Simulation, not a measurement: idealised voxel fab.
process module | voxel double patterning
cross-section cut | 230 nm wide | cells 5 nm
A cross-section is a grid of square cells, given in bands from the top down. A band is one or more rows of cells.
Each band's line starts with the height of the band's top and of its bottom, in nm. Then come its materials from left to right, each with its width in nm. One material with "throughout" fills the band from edge to edge. "air" is empty space.
Height 0 is the level under which the wafer as received is all one material. The lowest band goes on downwards, as in "0 down".
A width such as "30 to 40" changes by the same amount from each row of cells to the next, from the band's top row to its bottom row.
"no change" after a step means that no cell of the cross-section changed.
closed voids: empty space of 8 cells or more with no open way to the top, each as width x height at its distance from the left edge, in nm
after a step's settings: what the simulator itself notes on the step
overlay nm, on a step with a mask: how far to the right of its planned place the mask lay; to the left if negative
plan
1 op RECEIVE | material Si
2 op CONFORMAL_DEP | material SiO2 | thk nm 10
3 op DIRECTIONAL_DEP | material TiN | thk nm 15
4 op DIRECTIONAL_DEP | material SiCN | thk nm 5
5 op MASKED_ETCH | tone open | mask id FIRST | width nm 15 | pitch nm 50 | etch materials SiCN | depth nm 5 | overlay nm 0
6 op PATTERN | tone open | mask id SECOND | material resist | width nm 15 | pitch nm 50 | thk nm 15 | overlay nm 0
7 op DIRECTIONAL_ETCH | etch materials SiCN | depth nm 5
8 op STRIP | etch materials resist
9 op DIRECTIONAL_ETCH | etch materials TiN | depth nm 15
10 op STRIP | etch materials SiCN
as received, after step 1
  0 down: Si throughout
  closed voids: none
a wafer at the end: this start, this plan, one mistake
  25 to 10: air 80 | TiN 15 | air 35 | TiN 15 | air 85
  10 to 0: SiO2 throughout
  0 down: Si throughout
  closed voids: none
what went wrong: step 6 ran as: op PATTERN | tone cover | mask id SECOND | material resist | width nm 15 | pitch nm 50 | thk nm 15 | overlay nm 0
